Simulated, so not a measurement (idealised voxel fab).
You're looking at the process module voxel wiring stack.
230 nm wide, 5 nm square cells: that's cross-section cut.
Think of the cross-section as a grid of square cells. We describe it in bands, top to bottom, and each band covers one or more rows of those cells.
Per band: top height and bottom height in nm, followed by the left-to-right materials and their widths in nm; "everywhere" marks a single material spanning edge to edge, "empty" marks empty space.
Where do heights start? At 0: under that level the wafer as delivered is made of one material only. And the lowest band has no floor; it just carries on downward, as in "top 0, no bottom".
When a width is written as two numbers, as in "30 to 40", the first number is the width in the top row of cells of the band and the second is the width in its bottom row, and the width changes by the same amount from each row to the next.
Take "no alteration" at face value: in the step it is given for, the cross-section changed in none of its cells.
Entry "Closed void register". Content: empty spaces with no open connection to the top, size 8 cells or greater. Each: width x height at distance. Distance: from left edge. Unit: nm.
On each step's line, the part that comes after the settings is the simulator's own comment on the step.
overlay nm: for a step with a mask, the amount by which the mask lay right of where it was planned; a negative amount means left of it.
## Steps in the process plan
- 1: RECEIVE [material Si]
- 2: CONFORMAL_DEP [material SiO2] [thk nm 10]
- 3: DIRECTIONAL_DEP [material TiN] [thk nm 5]
- 4: DIRECTIONAL_DEP [material W] [thk nm 20]
- 5: DIRECTIONAL_DEP [material aC] [thk nm 15]
- 6: PATTERN [tone cover] [mask id METAL_1] [material resist] [width nm 30] [pitch nm 50] [thk nm 35] [overlay nm 0]
- 7: DIRECTIONAL_ETCH [etch materials aC] [depth nm 15]
- 8: STRIP [etch materials resist]
- 9: DIRECTIONAL_ETCH [etch materials W] [depth nm 20]
- 10: DIRECTIONAL_ETCH [etch materials TiN] [depth nm 5]
- 11: STRIP [etch materials aC]
- 12: FILL_DEP [material SiO2] [thk nm 5]
- 13: CMP [height nm 35]
- 14: CONFORMAL_DEP [material SiCN] [thk nm 5]
- 15: DIRECTIONAL_DEP [material SiO2] [thk nm 25]
- 16: DIRECTIONAL_DEP [material aC] [thk nm 15]
- 17: PATTERN [tone open] [mask id METAL_2] [material resist] [width nm 30] [pitch nm 50] [thk nm 35] [overlay nm 0]
- 18: DIRECTIONAL_ETCH [etch materials aC] [depth nm 15]
- 19: STRIP [etch materials resist]
- 20: DIRECTIONAL_ETCH [etch materials SiO2] [depth nm 15]
- 21: STRIP [etch materials aC]
- 22: PATTERN [tone open] [mask id METAL_2_HOLES] [material resist] [width nm 15] [pitch nm 50] [thk nm 20] [overlay nm 0]
- 23: DIRECTIONAL_ETCH [etch materials SiO2] [depth nm 10]
- 24: DIRECTIONAL_ETCH [etch materials SiCN] [depth nm 5]
- 25: STRIP [etch materials resist]
- 26: CONFORMAL_DEP [material TiN] [thk nm 5]
- 27: FILL_DEP [material Cu] [thk nm 5]
- 28: CMP [height nm 65]
- 29: CONFORMAL_DEP [material SiCN] [thk nm 5]
- 30: DIRECTIONAL_DEP [material SiO2] [thk nm 30]
- 31: DIRECTIONAL_DEP [material aC] [thk nm 10]
- 32: PATTERN [tone open] [mask id METAL_3_HOLES] [material resist] [width nm 15] [pitch nm 50] [thk nm 30] [overlay nm 0]
- 33: DIRECTIONAL_ETCH [etch materials aC] [depth nm 10]
- 34: STRIP [etch materials resist]
- 35: DIRECTIONAL_ETCH [etch materials SiO2] [depth nm 30]
- 36: STRIP [etch materials aC]
- 37: DIRECTIONAL_DEP [material aC] [thk nm 15]
- 38: PATTERN [tone open] [mask id METAL_3] [material resist] [width nm 30] [pitch nm 50] [thk nm 35] [overlay nm 0]
- 39: DIRECTIONAL_ETCH [etch materials aC] [depth nm 15]
- 40: STRIP [etch materials resist]
- 41: DIRECTIONAL_ETCH [etch materials SiO2] [depth nm 20]
- 42: DIRECTIONAL_ETCH [etch materials SiCN] [depth nm 5]
- 43: STRIP [etch materials aC]
- 44: CONFORMAL_DEP [material TiN] [thk nm 5]
- 45: FILL_DEP [material Cu] [thk nm 10]
- 46: CMP [height nm 100]
- 47: CONFORMAL_DEP [material SiN] [thk nm 5]
## First of two wafers - as planned
## As received (post step 1): cross-section
    top 0, no bottom: Si everywhere
    Closed void register: none
## Upon completion of step 2, the wafer appears in cross-section as shown
    top 10, bottom 0: SiO2 everywhere
    Below 0, the layers are the same as they were.
## Upon completion of step 3, the wafer appears in cross-section as shown
    top 15, bottom 10: TiN everywhere
    Below 10, the layers are the same as they were.
## Upon completion of step 4, the wafer appears in cross-section as shown
    top 35, bottom 15: W everywhere
    Below 15, the layers are the same as they were.
## Upon completion of step 5, the wafer appears in cross-section as shown
    top 50, bottom 35: aC everywhere
    Below 35, the layers are the same as they were.
## Upon completion of step 6, the wafer appears in cross-section as shown
    top 85, bottom 50: 75 nm empty; 30 nm resist; 20 nm empty; 30 nm resist; 75 nm empty
    Below 50, the layers are the same as they were.
## Upon completion of step 7, the wafer appears in cross-section as shown
    top 70, bottom 50: 75 nm empty; 30 nm resist; 20 nm empty; 30 nm resist; 75 nm empty
    top 50, bottom 35: 75 nm empty; 30 nm aC; 20 nm empty; 30 nm aC; 75 nm empty
    Below 35, the layers are the same as they were.
## Upon completion of step 8, the wafer appears in cross-section as shown
    top 50, bottom 35: 75 nm empty; 30 nm aC; 20 nm empty; 30 nm aC; 75 nm empty
    Below 35, the layers are the same as they were.
## Upon completion of step 9, the wafer appears in cross-section as shown
    top 50, bottom 35: 75 nm empty; 30 nm aC; 20 nm empty; 30 nm aC; 75 nm empty
    top 35, bottom 15: 75 nm empty; 30 nm W; 20 nm empty; 30 nm W; 75 nm empty
    Below 15, the layers are the same as they were.
## Upon completion of step 10, the wafer appears in cross-section as shown
    top 50, bottom 35: 75 nm empty; 30 nm aC; 20 nm empty; 30 nm aC; 75 nm empty
    top 35, bottom 15: 75 nm empty; 30 nm W; 20 nm empty; 30 nm W; 75 nm empty
    top 15, bottom 10: 75 nm empty; 30 nm TiN; 20 nm empty; 30 nm TiN; 75 nm empty
    Below 10, the layers are the same as they were.
## Upon completion of step 11, the wafer appears in cross-section as shown
    top 35, bottom 15: 75 nm empty; 30 nm W; 20 nm empty; 30 nm W; 75 nm empty
    Below 15, the layers are the same as they were.
## Upon completion of step 12, the wafer appears in cross-section as shown
    top 40, bottom 35: SiO2 everywhere
    top 35, bottom 15: 75 nm SiO2; 30 nm W; 20 nm SiO2; 30 nm W; 75 nm SiO2
    top 15, bottom 10: 75 nm SiO2; 30 nm TiN; 20 nm SiO2; 30 nm TiN; 75 nm SiO2
    Below 10, the layers are the same as they were.
## Upon completion of step 13, the wafer appears in cross-section as shown
    top 35, bottom 15: 75 nm SiO2; 30 nm W; 20 nm SiO2; 30 nm W; 75 nm SiO2
    Below 15, the layers are the same as they were.
## Upon completion of step 14, the wafer appears in cross-section as shown
    top 40, bottom 35: SiCN everywhere
    Below 35, the layers are the same as they were.
## Upon completion of step 15, the wafer appears in cross-section as shown
    top 65, bottom 40: SiO2 everywhere
    Below 40, the layers are the same as they were.
## Upon completion of step 16, the wafer appears in cross-section as shown
    top 80, bottom 65: aC everywhere
    Below 65, the layers are the same as they were.
## Upon completion of step 17, the wafer appears in cross-section as shown
    top 115, bottom 80: 75 nm resist; 30 nm empty; 20 nm resist; 30 nm empty; 75 nm resist
    Below 80, the layers are the same as they were.
## Upon completion of step 18, the wafer appears in cross-section as shown
    top 100, bottom 80: 75 nm resist; 30 nm empty; 20 nm resist; 30 nm empty; 75 nm resist
    top 80, bottom 65: 75 nm aC; 30 nm empty; 20 nm aC; 30 nm empty; 75 nm aC
    Below 65, the layers are the same as they were.
## Upon completion of step 19, the wafer appears in cross-section as shown
    top 80, bottom 65: 75 nm aC; 30 nm empty; 20 nm aC; 30 nm empty; 75 nm aC
    Below 65, the layers are the same as they were.
## Upon completion of step 20, the wafer appears in cross-section as shown
    top 80, bottom 65: 75 nm aC; 30 nm empty; 20 nm aC; 30 nm empty; 75 nm aC
    top 65, bottom 50: 75 nm SiO2; 30 nm empty; 20 nm SiO2; 30 nm empty; 75 nm SiO2
    Below 50, the layers are the same as they were.
## Upon completion of step 21, the wafer appears in cross-section as shown
    top 65, bottom 50: 75 nm SiO2; 30 nm empty; 20 nm SiO2; 30 nm empty; 75 nm SiO2
    Below 50, the layers are the same as they were.
## Upon completion of step 22, the wafer appears in cross-section as shown
    top 85, bottom 65: 75 nm resist; 15 nm empty; 35 nm resist; 15 nm empty; 90 nm resist
    top 65, bottom 50: 75 nm SiO2; 15 nm empty; 15 nm resist; 20 nm SiO2; 15 nm empty; 15 nm resist; 75 nm SiO2
    Below 50, the layers are the same as they were.
## Upon completion of step 23, the wafer appears in cross-section as shown
    top 85, bottom 65: 75 nm resist; 15 nm empty; 35 nm resist; 15 nm empty; 90 nm resist
    top 65, bottom 50: 75 nm SiO2; 15 nm empty; 15 nm resist; 20 nm SiO2; 15 nm empty; 15 nm resist; 75 nm SiO2
    top 50, bottom 40: 75 nm SiO2; 15 nm empty; 35 nm SiO2; 15 nm empty; 90 nm SiO2
    Below 40, the layers are the same as they were.
## Upon completion of step 24, the wafer appears in cross-section as shown
    top 85, bottom 65: 75 nm resist; 15 nm empty; 35 nm resist; 15 nm empty; 90 nm resist
    top 65, bottom 50: 75 nm SiO2; 15 nm empty; 15 nm resist; 20 nm SiO2; 15 nm empty; 15 nm resist; 75 nm SiO2
    top 50, bottom 40: 75 nm SiO2; 15 nm empty; 35 nm SiO2; 15 nm empty; 90 nm SiO2
    top 40, bottom 35: 75 nm SiCN; 15 nm empty; 35 nm SiCN; 15 nm empty; 90 nm SiCN
    Below 35, the layers are the same as they were.
## Upon completion of step 25, the wafer appears in cross-section as shown
    top 65, bottom 50: 75 nm SiO2; 30 nm empty; 20 nm SiO2; 30 nm empty; 75 nm SiO2
    Below 50, the layers are the same as they were.
## Upon completion of step 26, the wafer appears in cross-section as shown
    top 70, bottom 65: 80 nm TiN; 20 nm empty; 30 nm TiN; 20 nm empty; 80 nm TiN
    top 65, bottom 55: 75 nm SiO2; 5 nm TiN; 20 nm empty; 5 nm TiN; 20 nm SiO2; 5 nm TiN; 20 nm empty; 5 nm TiN; 75 nm SiO2
    top 55, bottom 50: 75 nm SiO2; 5 nm TiN; 5 nm empty; 20 nm TiN; 20 nm SiO2; 5 nm TiN; 5 nm empty; 20 nm TiN; 75 nm SiO2
    top 50, bottom 40: 75 nm SiO2; 5 nm TiN; 5 nm empty; 5 nm TiN; 35 nm SiO2; 5 nm TiN; 5 nm empty; 5 nm TiN; 90 nm SiO2
    top 40, bottom 35: 75 nm SiCN; 15 nm TiN; 35 nm SiCN; 15 nm TiN; 90 nm SiCN
    Below 35, the layers are the same as they were.
## Upon completion of step 27, the wafer appears in cross-section as shown
    top 75, bottom 70: Cu everywhere
    top 70, bottom 65: 80 nm TiN; 20 nm Cu; 30 nm TiN; 20 nm Cu; 80 nm TiN
    top 65, bottom 55: 75 nm SiO2; 5 nm TiN; 20 nm Cu; 5 nm TiN; 20 nm SiO2; 5 nm TiN; 20 nm Cu; 5 nm TiN; 75 nm SiO2
    top 55, bottom 50: 75 nm SiO2; 5 nm TiN; 5 nm Cu; 20 nm TiN; 20 nm SiO2; 5 nm TiN; 5 nm Cu; 20 nm TiN; 75 nm SiO2
    top 50, bottom 40: 75 nm SiO2; 5 nm TiN; 5 nm Cu; 5 nm TiN; 35 nm SiO2; 5 nm TiN; 5 nm Cu; 5 nm TiN; 90 nm SiO2
    Below 40, the layers are the same as they were.
## Upon completion of step 28, the wafer appears in cross-section as shown
    top 65, bottom 55: 75 nm SiO2; 5 nm TiN; 20 nm Cu; 5 nm TiN; 20 nm SiO2; 5 nm TiN; 20 nm Cu; 5 nm TiN; 75 nm SiO2
    Below 55, the layers are the same as they were.
## Upon completion of step 29, the wafer appears in cross-section as shown
    top 70, bottom 65: SiCN everywhere
    Below 65, the layers are the same as they were.
## Upon completion of step 30, the wafer appears in cross-section as shown
    top 100, bottom 70: SiO2 everywhere
    Below 70, the layers are the same as they were.
## Upon completion of step 31, the wafer appears in cross-section as shown
    top 110, bottom 100: aC everywhere
    Below 100, the layers are the same as they were.
## Upon completion of step 32, the wafer appears in cross-section as shown
    top 140, bottom 110: 75 nm resist; 15 nm empty; 35 nm resist; 15 nm empty; 90 nm resist
    Below 110, the layers are the same as they were.
## Upon completion of step 33, the wafer appears in cross-section as shown
    top 130, bottom 110: 75 nm resist; 15 nm empty; 35 nm resist; 15 nm empty; 90 nm resist
    top 110, bottom 100: 75 nm aC; 15 nm empty; 35 nm aC; 15 nm empty; 90 nm aC
    Below 100, the layers are the same as they were.
## Upon completion of step 34, the wafer appears in cross-section as shown
    top 110, bottom 100: 75 nm aC; 15 nm empty; 35 nm aC; 15 nm empty; 90 nm aC
    Below 100, the layers are the same as they were.
## Upon completion of step 35, the wafer appears in cross-section as shown
    top 110, bottom 100: 75 nm aC; 15 nm empty; 35 nm aC; 15 nm empty; 90 nm aC
    top 100, bottom 70: 75 nm SiO2; 15 nm empty; 35 nm SiO2; 15 nm empty; 90 nm SiO2
    Below 70, the layers are the same as they were.
## Upon completion of step 36, the wafer appears in cross-section as shown
    top 100, bottom 70: 75 nm SiO2; 15 nm empty; 35 nm SiO2; 15 nm empty; 90 nm SiO2
    Below 70, the layers are the same as they were.
## Upon completion of step 37, the wafer appears in cross-section as shown
    top 115, bottom 100: 75 nm aC; 15 nm empty; 35 nm aC; 15 nm empty; 90 nm aC
    top 100, bottom 85: 75 nm SiO2; 15 nm empty; 35 nm SiO2; 15 nm empty; 90 nm SiO2
    top 85, bottom 70: 75 nm SiO2; 15 nm aC; 35 nm SiO2; 15 nm aC; 90 nm SiO2
    Below 70, the layers are the same as they were.
## Upon completion of step 38, the wafer appears in cross-section as shown
    top 150, bottom 115: 75 nm resist; 30 nm empty; 20 nm resist; 30 nm empty; 75 nm resist
    Below 115, the layers are the same as they were.
## Upon completion of step 39, the wafer appears in cross-section as shown
    top 135, bottom 115: 75 nm resist; 30 nm empty; 20 nm resist; 30 nm empty; 75 nm resist
    top 115, bottom 100: 75 nm aC; 30 nm empty; 20 nm aC; 30 nm empty; 75 nm aC
    top 100, bottom 70: 75 nm SiO2; 15 nm empty; 35 nm SiO2; 15 nm empty; 90 nm SiO2
    Below 70, the layers are the same as they were.
## Upon completion of step 40, the wafer appears in cross-section as shown
    top 115, bottom 100: 75 nm aC; 30 nm empty; 20 nm aC; 30 nm empty; 75 nm aC
    Below 100, the layers are the same as they were.
## Upon completion of step 41, the wafer appears in cross-section as shown
    top 115, bottom 100: 75 nm aC; 30 nm empty; 20 nm aC; 30 nm empty; 75 nm aC
    top 100, bottom 80: 75 nm SiO2; 30 nm empty; 20 nm SiO2; 30 nm empty; 75 nm SiO2
    Below 80, the layers are the same as they were.
## Upon completion of step 42, the wafer appears in cross-section as shown
    top 115, bottom 100: 75 nm aC; 30 nm empty; 20 nm aC; 30 nm empty; 75 nm aC
    top 100, bottom 80: 75 nm SiO2; 30 nm empty; 20 nm SiO2; 30 nm empty; 75 nm SiO2
    top 80, bottom 70: 75 nm SiO2; 15 nm empty; 35 nm SiO2; 15 nm empty; 90 nm SiO2
    top 70, bottom 65: 75 nm SiCN; 15 nm empty; 35 nm SiCN; 15 nm empty; 90 nm SiCN
    Below 65, the layers are the same as they were.
## Upon completion of step 43, the wafer appears in cross-section as shown
    top 100, bottom 80: 75 nm SiO2; 30 nm empty; 20 nm SiO2; 30 nm empty; 75 nm SiO2
    Below 80, the layers are the same as they were.
## Upon completion of step 44, the wafer appears in cross-section as shown
    top 105, bottom 100: 80 nm TiN; 20 nm empty; 30 nm TiN; 20 nm empty; 80 nm TiN
    top 100, bottom 85: 75 nm SiO2; 5 nm TiN; 20 nm empty; 5 nm TiN; 20 nm SiO2; 5 nm TiN; 20 nm empty; 5 nm TiN; 75 nm SiO2
    top 85, bottom 80: 75 nm SiO2; 5 nm TiN; 5 nm empty; 20 nm TiN; 20 nm SiO2; 5 nm TiN; 5 nm empty; 20 nm TiN; 75 nm SiO2
    top 80, bottom 70: 75 nm SiO2; 5 nm TiN; 5 nm empty; 5 nm TiN; 35 nm SiO2; 5 nm TiN; 5 nm empty; 5 nm TiN; 90 nm SiO2
    top 70, bottom 65: 75 nm SiCN; 15 nm TiN; 35 nm SiCN; 15 nm TiN; 90 nm SiCN
    Below 65, the layers are the same as they were.
## Upon completion of step 45, the wafer appears in cross-section as shown
    top 115, bottom 105: Cu everywhere
    top 105, bottom 100: 80 nm TiN; 20 nm Cu; 30 nm TiN; 20 nm Cu; 80 nm TiN
    top 100, bottom 85: 75 nm SiO2; 5 nm TiN; 20 nm Cu; 5 nm TiN; 20 nm SiO2; 5 nm TiN; 20 nm Cu; 5 nm TiN; 75 nm SiO2
    top 85, bottom 80: 75 nm SiO2; 5 nm TiN; 5 nm Cu; 20 nm TiN; 20 nm SiO2; 5 nm TiN; 5 nm Cu; 20 nm TiN; 75 nm SiO2
    top 80, bottom 70: 75 nm SiO2; 5 nm TiN; 5 nm Cu; 5 nm TiN; 35 nm SiO2; 5 nm TiN; 5 nm Cu; 5 nm TiN; 90 nm SiO2
    Below 70, the layers are the same as they were.
## Upon completion of step 46, the wafer appears in cross-section as shown
    top 100, bottom 85: 75 nm SiO2; 5 nm TiN; 20 nm Cu; 5 nm TiN; 20 nm SiO2; 5 nm TiN; 20 nm Cu; 5 nm TiN; 75 nm SiO2
    Below 85, the layers are the same as they were.
## Upon completion of step 47, the wafer appears in cross-section as shown
    top 105, bottom 100: SiN everywhere
    Below 100, the layers are the same as they were.
## Okay, second wafer. Nothing different at the start, nothing different in the plan, just one mistake somewhere in the running. As far as step 28, counting that step, it's the first wafer all over again
## Second wafer, cross-section, planned end of step 29
    top 70, bottom 65: Cu everywhere
    Below 65, the layers are the same as they were.
## Second wafer, cross-section, planned end of step 30
    top 100, bottom 70: SiO2 everywhere
    Below 70, the layers are the same as they were.
## Second wafer, cross-section, planned end of step 31
    top 110, bottom 100: aC everywhere
    Below 100, the layers are the same as they were.
## Second wafer, cross-section, planned end of step 32
    top 140, bottom 110: 75 nm resist; 15 nm empty; 35 nm resist; 15 nm empty; 90 nm resist
    Below 110, the layers are the same as they were.
## Second wafer, cross-section, planned end of step 33
    top 130, bottom 110: 75 nm resist; 15 nm empty; 35 nm resist; 15 nm empty; 90 nm resist
    top 110, bottom 100: 75 nm aC; 15 nm empty; 35 nm aC; 15 nm empty; 90 nm aC
    Below 100, the layers are the same as they were.
## Second wafer, cross-section, planned end of step 34
    top 110, bottom 100: 75 nm aC; 15 nm empty; 35 nm aC; 15 nm empty; 90 nm aC
    Below 100, the layers are the same as they were.
## Second wafer, cross-section, planned end of step 35
    top 110, bottom 100: 75 nm aC; 15 nm empty; 35 nm aC; 15 nm empty; 90 nm aC
    top 100, bottom 70: 75 nm SiO2; 15 nm empty; 35 nm SiO2; 15 nm empty; 90 nm SiO2
    Below 70, the layers are the same as they were.
## Second wafer, cross-section, planned end of step 36
    top 100, bottom 70: 75 nm SiO2; 15 nm empty; 35 nm SiO2; 15 nm empty; 90 nm SiO2
    Below 70, the layers are the same as they were.
## Second wafer, cross-section, planned end of step 37
    top 115, bottom 100: 75 nm aC; 15 nm empty; 35 nm aC; 15 nm empty; 90 nm aC
    top 100, bottom 85: 75 nm SiO2; 15 nm empty; 35 nm SiO2; 15 nm empty; 90 nm SiO2
    top 85, bottom 70: 75 nm SiO2; 15 nm aC; 35 nm SiO2; 15 nm aC; 90 nm SiO2
    Below 70, the layers are the same as they were.
## Second wafer, cross-section, planned end of step 38
    top 150, bottom 115: 75 nm resist; 30 nm empty; 20 nm resist; 30 nm empty; 75 nm resist
    Below 115, the layers are the same as they were.
## Second wafer, cross-section, planned end of step 39
    top 135, bottom 115: 75 nm resist; 30 nm empty; 20 nm resist; 30 nm empty; 75 nm resist
    top 115, bottom 100: 75 nm aC; 30 nm empty; 20 nm aC; 30 nm empty; 75 nm aC
    top 100, bottom 70: 75 nm SiO2; 15 nm empty; 35 nm SiO2; 15 nm empty; 90 nm SiO2
    Below 70, the layers are the same as they were.
## Second wafer, cross-section, planned end of step 40
    top 115, bottom 100: 75 nm aC; 30 nm empty; 20 nm aC; 30 nm empty; 75 nm aC
    Below 100, the layers are the same as they were.
## Second wafer, cross-section, planned end of step 41
    top 115, bottom 100: 75 nm aC; 30 nm empty; 20 nm aC; 30 nm empty; 75 nm aC
    top 100, bottom 80: 75 nm SiO2; 30 nm empty; 20 nm SiO2; 30 nm empty; 75 nm SiO2
    Below 80, the layers are the same as they were.
Second wafer, cross-section, planned end of step 42: no alteration
## Second wafer, cross-section, planned end of step 43
    top 100, bottom 80: 75 nm SiO2; 30 nm empty; 20 nm SiO2; 30 nm empty; 75 nm SiO2
    Below 80, the layers are the same as they were.
## Second wafer, cross-section, planned end of step 44
    top 105, bottom 100: 80 nm TiN; 20 nm empty; 30 nm TiN; 20 nm empty; 80 nm TiN
    top 100, bottom 85: 75 nm SiO2; 5 nm TiN; 20 nm empty; 5 nm TiN; 20 nm SiO2; 5 nm TiN; 20 nm empty; 5 nm TiN; 75 nm SiO2
    top 85, bottom 75: 75 nm SiO2; 5 nm TiN; 5 nm empty; 20 to 5 nm TiN; 20 to 35 nm SiO2; 5 nm TiN; 5 nm empty; 20 to 5 nm TiN; 75 to 90 nm SiO2
    top 75, bottom 70: 75 nm SiO2; 15 nm TiN; 35 nm SiO2; 15 nm TiN; 90 nm SiO2
    Below 70, the layers are the same as they were.
## Second wafer, cross-section, planned end of step 45
    top 115, bottom 105: Cu everywhere
    top 105, bottom 100: 80 nm TiN; 20 nm Cu; 30 nm TiN; 20 nm Cu; 80 nm TiN
    top 100, bottom 85: 75 nm SiO2; 5 nm TiN; 20 nm Cu; 5 nm TiN; 20 nm SiO2; 5 nm TiN; 20 nm Cu; 5 nm TiN; 75 nm SiO2
    top 85, bottom 75: 75 nm SiO2; 5 nm TiN; 5 nm Cu; 20 to 5 nm TiN; 20 to 35 nm SiO2; 5 nm TiN; 5 nm Cu; 20 to 5 nm TiN; 75 to 90 nm SiO2
    Below 75, the layers are the same as they were.
## Second wafer, cross-section, planned end of step 46
    top 100, bottom 85: 75 nm SiO2; 5 nm TiN; 20 nm Cu; 5 nm TiN; 20 nm SiO2; 5 nm TiN; 20 nm Cu; 5 nm TiN; 75 nm SiO2
    Below 85, the layers are the same as they were.
## Second wafer, cross-section, planned end of step 47
    top 105, bottom 100: SiN everywhere
    Below 100, the layers are the same as they were.
Here's what went sideways: step 29, actual vs plan mismatch, actual run CONFORMAL_DEP [material Cu] [thk nm 5]
Final wafer comparison in cells, second versus first, more or fewer per material: +44 Cu | -40 SiCN | -4 TiN
